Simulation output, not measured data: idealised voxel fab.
process module | voxel wiring stack
cross-section cut | 265 nm wide | cells 5 nm
A cross-section is a grid of square cells, given in bands from the top down. A band is one or more rows of cells.
Each band's line starts with the height of the band's top and of its bottom, in nm. Then come its materials from left to right, each with its width in nm. One material with "throughout" fills the band from edge to edge. "air" is empty space.
Height 0 is the level under which the wafer as received is all one material. The lowest band goes on downwards, as in "0 down".
A width such as "30 to 40" changes by the same amount from each row of cells to the next, from the band's top row to its bottom row.
"no change" after a step means that no cell of the cross-section changed.
closed voids: empty space of 8 cells or more with no open way to the top, each as width x height at its distance from the left edge, in nm
after a step's settings: what the simulator itself notes on the step
overlay nm, on a step with a mask: how far to the right of its planned place the mask lay; to the left if negative
plan
1 op RECEIVE | material Si
2 op CONFORMAL_DEP | material SiO2 | thk nm 10
3 op DIRECTIONAL_DEP | material TiN | thk nm 5
4 op DIRECTIONAL_DEP | material W | thk nm 25
5 op PATTERN | tone cover | mask id METAL_1 | material resist | width nm 30 | pitch nm 55 | thk nm 15 | overlay nm 0
6 op DIRECTIONAL_ETCH | etch materials W | depth nm 25
7 op DIRECTIONAL_ETCH | etch materials TiN | depth nm 5
8 op STRIP | etch materials resist
9 op FILL_DEP | material SiO2 | thk nm 10
10 op CMP | height nm 40
11 op CONFORMAL_DEP | material SiCN | thk nm 5
12 op DIRECTIONAL_DEP | material SiO2 | thk nm 30
13 op PATTERN | tone open | mask id METAL_2_HOLES | material resist | width nm 15 | pitch nm 55 | thk nm 20 | overlay nm 0
14 op DIRECTIONAL_ETCH | etch materials SiO2 | depth nm 30
15 op STRIP | etch materials resist
16 op DIRECTIONAL_DEP | material aC | thk nm 15
17 op PATTERN | tone open | mask id METAL_2 | material resist | width nm 30 | pitch nm 55 | thk nm 35 | overlay nm 0
18 op DIRECTIONAL_ETCH | etch materials aC | depth nm 15
19 op STRIP | etch materials resist
20 op DIRECTIONAL_ETCH | etch materials SiO2 | depth nm 20
21 op DIRECTIONAL_ETCH | etch materials SiCN | depth nm 5
22 op STRIP | etch materials aC
23 op CONFORMAL_DEP | material TiN | thk nm 5
24 op FILL_DEP | material Ru | thk nm 5
25 op CMP | height nm 75
26 op CONFORMAL_DEP | material SiCN | thk nm 5
27 op DIRECTIONAL_DEP | material lowk | thk nm 10
28 op MASKED_ETCH | tone open | mask id PLUG_2 | width nm 15 | pitch nm 110 | etch materials lowk | depth nm 10 | overlay nm 0
29 op MASKED_ETCH | tone open | mask id PLUG_2 | width nm 15 | pitch nm 110 | etch materials SiCN | depth nm 5 | overlay nm 0
30 op CONFORMAL_DEP | material TiN | thk nm 5
31 op FILL_DEP | material Cu | thk nm 10
32 op CMP | height nm 90
33 op DIRECTIONAL_DEP | material TiN | thk nm 5
34 op DIRECTIONAL_DEP | material Ru | thk nm 25
35 op MASKED_ETCH | tone cover | mask id METAL_3 | width nm 30 | pitch nm 55 | etch materials Ru | depth nm 25 | overlay nm 0
36 op MASKED_ETCH | tone cover | mask id METAL_3 | width nm 30 | pitch nm 55 | etch materials TiN | depth nm 5 | overlay nm 0
37 op CONFORMAL_DEP | material SiN | thk nm 5
38 op FILL_DEP | material lowk | thk nm 5
39 op CMP | height nm 120
40 op CONFORMAL_DEP | material SiN | thk nm 5
first wafer, as planned
as received, after step 1
  0 down: Si throughout
  closed voids: none
after step 2
  10 to 0: SiO2 throughout
  below 0: unchanged
after step 3
  15 to 10: TiN throughout
  below 10: unchanged
after step 4
  40 to 15: W throughout
  below 15: unchanged
after step 5
  55 to 40: air 35 | resist 30 | air 25 | resist 30 | air 25 | resist 30 | air 25 | resist 30 | air 35
  below 40: unchanged
after step 6
  55 to 40: air 35 | resist 30 | air 25 | resist 30 | air 25 | resist 30 | air 25 | resist 30 | air 35
  40 to 15: air 35 | W 30 | air 25 | W 30 | air 25 | W 30 | air 25 | W 30 | air 35
  below 15: unchanged
after step 7
  55 to 40: air 35 | resist 30 | air 25 | resist 30 | air 25 | resist 30 | air 25 | resist 30 | air 35
  40 to 15: air 35 | W 30 | air 25 | W 30 | air 25 | W 30 | air 25 | W 30 | air 35
  15 to 10: air 35 | TiN 30 | air 25 | TiN 30 | air 25 | TiN 30 | air 25 | TiN 30 | air 35
  below 10: unchanged
after step 8
  40 to 15: air 35 | W 30 | air 25 | W 30 | air 25 | W 30 | air 25 | W 30 | air 35
  below 15: unchanged
after step 9
  50 to 40: SiO2 throughout
  40 to 15: SiO2 35 | W 30 | SiO2 25 | W 30 | SiO2 25 | W 30 | SiO2 25 | W 30 | SiO2 35
  15 to 10: SiO2 35 | TiN 30 | SiO2 25 | TiN 30 | SiO2 25 | TiN 30 | SiO2 25 | TiN 30 | SiO2 35
  below 10: unchanged
after step 10
  40 to 15: SiO2 35 | W 30 | SiO2 25 | W 30 | SiO2 25 | W 30 | SiO2 25 | W 30 | SiO2 35
  below 15: unchanged
after step 11
  45 to 40: SiCN throughout
  below 40: unchanged
after step 12
  75 to 45: SiO2 throughout
  below 45: unchanged
after step 13
  95 to 75: resist 35 | air 15 | resist 40 | air 15 | resist 40 | air 15 | resist 40 | air 15 | resist 50
  below 75: unchanged
after step 14
  95 to 75: resist 35 | air 15 | resist 40 | air 15 | resist 40 | air 15 | resist 40 | air 15 | resist 50
  75 to 45: SiO2 35 | air 15 | SiO2 40 | air 15 | SiO2 40 | air 15 | SiO2 40 | air 15 | SiO2 50
  below 45: unchanged
after step 15
  75 to 45: SiO2 35 | air 15 | SiO2 40 | air 15 | SiO2 40 | air 15 | SiO2 40 | air 15 | SiO2 50
  below 45: unchanged
after step 16
  90 to 75: aC 35 | air 15 | aC 40 | air 15 | aC 40 | air 15 | aC 40 | air 15 | aC 50
  75 to 60: SiO2 35 | air 15 | SiO2 40 | air 15 | SiO2 40 | air 15 | SiO2 40 | air 15 | SiO2 50
  60 to 45: SiO2 35 | aC 15 | SiO2 40 | aC 15 | SiO2 40 | aC 15 | SiO2 40 | aC 15 | SiO2 50
  below 45: unchanged
after step 17
  125 to 90: resist 35 | air 30 | resist 25 | air 30 | resist 25 | air 30 | resist 25 | air 30 | resist 35
  below 90: unchanged
after step 18
  110 to 90: resist 35 | air 30 | resist 25 | air 30 | resist 25 | air 30 | resist 25 | air 30 | resist 35
  90 to 75: aC 35 | air 30 | aC 25 | air 30 | aC 25 | air 30 | aC 25 | air 30 | aC 35
  75 to 45: SiO2 35 | air 15 | SiO2 40 | air 15 | SiO2 40 | air 15 | SiO2 40 | air 15 | SiO2 50
  below 45: unchanged
after step 19
  90 to 75: aC 35 | air 30 | aC 25 | air 30 | aC 25 | air 30 | aC 25 | air 30 | aC 35
  below 75: unchanged
after step 20
  90 to 75: aC 35 | air 30 | aC 25 | air 30 | aC 25 | air 30 | aC 25 | air 30 | aC 35
  75 to 55: SiO2 35 | air 30 | SiO2 25 | air 30 | SiO2 25 | air 30 | SiO2 25 | air 30 | SiO2 35
  below 55: unchanged
after step 21
  90 to 75: aC 35 | air 30 | aC 25 | air 30 | aC 25 | air 30 | aC 25 | air 30 | aC 35
  75 to 55: SiO2 35 | air 30 | SiO2 25 | air 30 | SiO2 25 | air 30 | SiO2 25 | air 30 | SiO2 35
  55 to 45: SiO2 35 | air 15 | SiO2 40 | air 15 | SiO2 40 | air 15 | SiO2 40 | air 15 | SiO2 50
  45 to 40: SiCN 35 | air 15 | SiCN 40 | air 15 | SiCN 40 | air 15 | SiCN 40 | air 15 | SiCN 50
  below 40: unchanged
after step 22
  75 to 55: SiO2 35 | air 30 | SiO2 25 | air 30 | SiO2 25 | air 30 | SiO2 25 | air 30 | SiO2 35
  below 55: unchanged
after step 23
  80 to 75: TiN 40 | air 20 | TiN 35 | air 20 | TiN 35 | air 20 | TiN 35 | air 20 | TiN 40
  75 to 60: SiO2 35 | TiN 5 | air 20 | TiN 5 | SiO2 25 | TiN 5 | air 20 | TiN 5 | SiO2 25 | TiN 5 | air 20 | TiN 5 | SiO2 25 | TiN 5 | air 20 | TiN 5 | SiO2 35
  60 to 55: SiO2 35 | TiN 5 | air 5 | TiN 20 | SiO2 25 | TiN 5 | air 5 | TiN 20 | SiO2 25 | TiN 5 | air 5 | TiN 20 | SiO2 25 | TiN 5 | air 5 | TiN 20 | SiO2 35
  55 to 45: SiO2 35 | TiN 5 | air 5 | TiN 5 | SiO2 40 | TiN 5 | air 5 | TiN 5 | SiO2 40 | TiN 5 | air 5 | TiN 5 | SiO2 40 | TiN 5 | air 5 | TiN 5 | SiO2 50
  45 to 40: SiCN 35 | TiN 15 | SiCN 40 | TiN 15 | SiCN 40 | TiN 15 | SiCN 40 | TiN 15 | SiCN 50
  below 40: unchanged
after step 24
  85 to 80: Ru throughout
  80 to 75: TiN 40 | Ru 20 | TiN 35 | Ru 20 | TiN 35 | Ru 20 | TiN 35 | Ru 20 | TiN 40
  75 to 60: SiO2 35 | TiN 5 | Ru 20 | TiN 5 | SiO2 25 | TiN 5 | Ru 20 | TiN 5 | SiO2 25 | TiN 5 | Ru 20 | TiN 5 | SiO2 25 | TiN 5 | Ru 20 | TiN 5 | SiO2 35
  60 to 55: SiO2 35 | TiN 5 | Ru 5 | TiN 20 | SiO2 25 | TiN 5 | Ru 5 | TiN 20 | SiO2 25 | TiN 5 | Ru 5 | TiN 20 | SiO2 25 | TiN 5 | Ru 5 | TiN 20 | SiO2 35
  55 to 45: SiO2 35 | TiN 5 | Ru 5 | TiN 5 | SiO2 40 | TiN 5 | Ru 5 | TiN 5 | SiO2 40 | TiN 5 | Ru 5 | TiN 5 | SiO2 40 | TiN 5 | Ru 5 | TiN 5 | SiO2 50
  below 45: unchanged
after step 25
  75 to 60: SiO2 35 | TiN 5 | Ru 20 | TiN 5 | SiO2 25 | TiN 5 | Ru 20 | TiN 5 | SiO2 25 | TiN 5 | Ru 20 | TiN 5 | SiO2 25 | TiN 5 | Ru 20 | TiN 5 | SiO2 35
  below 60: unchanged
after step 26
  80 to 75: SiCN throughout
  below 75: unchanged
after step 27
  90 to 80: lowk throughout
  below 80: unchanged
after step 28
  90 to 80: lowk 35 | air 15 | lowk 95 | air 15 | lowk 105
  below 80: unchanged
after step 29
  90 to 80: lowk 35 | air 15 | lowk 95 | air 15 | lowk 105
  80 to 75: SiCN 35 | air 15 | SiCN 95 | air 15 | SiCN 105
  below 75: unchanged
after step 30
  95 to 90: TiN 40 | air 5 | TiN 105 | air 5 | TiN 110
  90 to 80: lowk 35 | TiN 5 | air 5 | TiN 5 | lowk 95 | TiN 5 | air 5 | TiN 5 | lowk 105
  80 to 75: SiCN 35 | TiN 15 | SiCN 95 | TiN 15 | SiCN 105
  below 75: unchanged
after step 31
  105 to 95: Cu throughout
  95 to 90: TiN 40 | Cu 5 | TiN 105 | Cu 5 | TiN 110
  90 to 80: lowk 35 | TiN 5 | Cu 5 | TiN 5 | lowk 95 | TiN 5 | Cu 5 | TiN 5 | lowk 105
  below 80: unchanged
after step 32
  90 to 80: lowk 35 | TiN 5 | Cu 5 | TiN 5 | lowk 95 | TiN 5 | Cu 5 | TiN 5 | lowk 105
  below 80: unchanged
after step 33
  95 to 90: TiN throughout
  below 90: unchanged
after step 34
  120 to 95: Ru throughout
  below 95: unchanged
after step 35
  120 to 95: air 35 | Ru 30 | air 25 | Ru 30 | air 25 | Ru 30 | air 25 | Ru 30 | air 35
  below 95: unchanged
after step 36
  120 to 95: air 35 | Ru 30 | air 25 | Ru 30 | air 25 | Ru 30 | air 25 | Ru 30 | air 35
  95 to 90: air 35 | TiN 30 | air 25 | TiN 30 | air 25 | TiN 30 | air 25 | TiN 30 | air 35
  below 90: unchanged
after step 37
  125 to 120: air 30 | SiN 40 | air 15 | SiN 40 | air 15 | SiN 40 | air 15 | SiN 40 | air 30
  120 to 95: air 30 | SiN 5 | Ru 30 | SiN 5 | air 15 | SiN 5 | Ru 30 | SiN 5 | air 15 | SiN 5 | Ru 30 | SiN 5 | air 15 | SiN 5 | Ru 30 | SiN 5 | air 30
  95 to 90: SiN 35 | TiN 30 | SiN 25 | TiN 30 | SiN 25 | TiN 30 | SiN 25 | TiN 30 | SiN 35
  below 90: unchanged
after step 38
  130 to 125: lowk throughout
  125 to 120: lowk 30 | SiN 40 | lowk 15 | SiN 40 | lowk 15 | SiN 40 | lowk 15 | SiN 40 | lowk 30
  120 to 95: lowk 30 | SiN 5 | Ru 30 | SiN 5 | lowk 15 | SiN 5 | Ru 30 | SiN 5 | lowk 15 | SiN 5 | Ru 30 | SiN 5 | lowk 15 | SiN 5 | Ru 30 | SiN 5 | lowk 30
  below 95: unchanged
after step 39
  120 to 95: lowk 30 | SiN 5 | Ru 30 | SiN 5 | lowk 15 | SiN 5 | Ru 30 | SiN 5 | lowk 15 | SiN 5 | Ru 30 | SiN 5 | lowk 15 | SiN 5 | Ru 30 | SiN 5 | lowk 30
  below 95: unchanged
after step 40
  125 to 120: SiN throughout
  below 120: unchanged
second wafer: like start, like plan, one mistake. Through step 25 it matches the first wafer
when step 26 should have ended
  85 to 75: lowk throughout
  below 75: unchanged
when step 27 should have ended
  90 to 85: SiCN throughout
  below 85: unchanged
when step 28 should have ended: no change
when step 29 should have ended
  90 to 85: SiCN 35 | air 15 | SiCN 95 | air 15 | SiCN 105
  below 85: unchanged
when step 30 should have ended
  95 to 90: TiN 40 | air 5 | TiN 105 | air 5 | TiN 110
  90 to 85: SiCN 35 | TiN 15 | SiCN 95 | TiN 15 | SiCN 105
  below 85: unchanged
when step 31 should have ended
  105 to 95: Cu throughout
  95 to 90: TiN 40 | Cu 5 | TiN 105 | Cu 5 | TiN 110
  below 90: unchanged
when step 32 should have ended
  90 to 85: SiCN 35 | TiN 15 | SiCN 95 | TiN 15 | SiCN 105
  below 85: unchanged
when step 33 should have ended
  95 to 90: TiN throughout
  below 90: unchanged
when step 34 should have ended
  120 to 95: Ru throughout
  below 95: unchanged
when step 35 should have ended
  120 to 95: air 35 | Ru 30 | air 25 | Ru 30 | air 25 | Ru 30 | air 25 | Ru 30 | air 35
  below 95: unchanged
when step 36 should have ended
  120 to 95: air 35 | Ru 30 | air 25 | Ru 30 | air 25 | Ru 30 | air 25 | Ru 30 | air 35
  95 to 90: air 35 | TiN 30 | air 25 | TiN 30 | air 25 | TiN 30 | air 25 | TiN 30 | air 35
  below 90: unchanged
when step 37 should have ended
  125 to 120: air 30 | SiN 40 | air 15 | SiN 40 | air 15 | SiN 40 | air 15 | SiN 40 | air 30
  120 to 95: air 30 | SiN 5 | Ru 30 | SiN 5 | air 15 | SiN 5 | Ru 30 | SiN 5 | air 15 | SiN 5 | Ru 30 | SiN 5 | air 15 | SiN 5 | Ru 30 | SiN 5 | air 30
  95 to 90: SiN 35 | TiN 30 | SiN 25 | TiN 30 | SiN 25 | TiN 30 | SiN 25 | TiN 30 | SiN 35
  below 90: unchanged
when step 38 should have ended
  130 to 125: lowk throughout
  125 to 120: lowk 30 | SiN 40 | lowk 15 | SiN 40 | lowk 15 | SiN 40 | lowk 15 | SiN 40 | lowk 30
  120 to 95: lowk 30 | SiN 5 | Ru 30 | SiN 5 | lowk 15 | SiN 5 | Ru 30 | SiN 5 | lowk 15 | SiN 5 | Ru 30 | SiN 5 | lowk 15 | SiN 5 | Ru 30 | SiN 5 | lowk 30
  below 95: unchanged
when step 39 should have ended
  120 to 95: lowk 30 | SiN 5 | Ru 30 | SiN 5 | lowk 15 | SiN 5 | Ru 30 | SiN 5 | lowk 15 | SiN 5 | Ru 30 | SiN 5 | lowk 15 | SiN 5 | Ru 30 | SiN 5 | lowk 30
  below 95: unchanged
when step 40 should have ended
  125 to 120: SiN throughout
  below 120: unchanged
what went wrong: steps 26 and 27 were swapped
at the end the second wafer has, in cells: 4 fewer of Cu | 8 fewer of TiN | 12 more of lowk
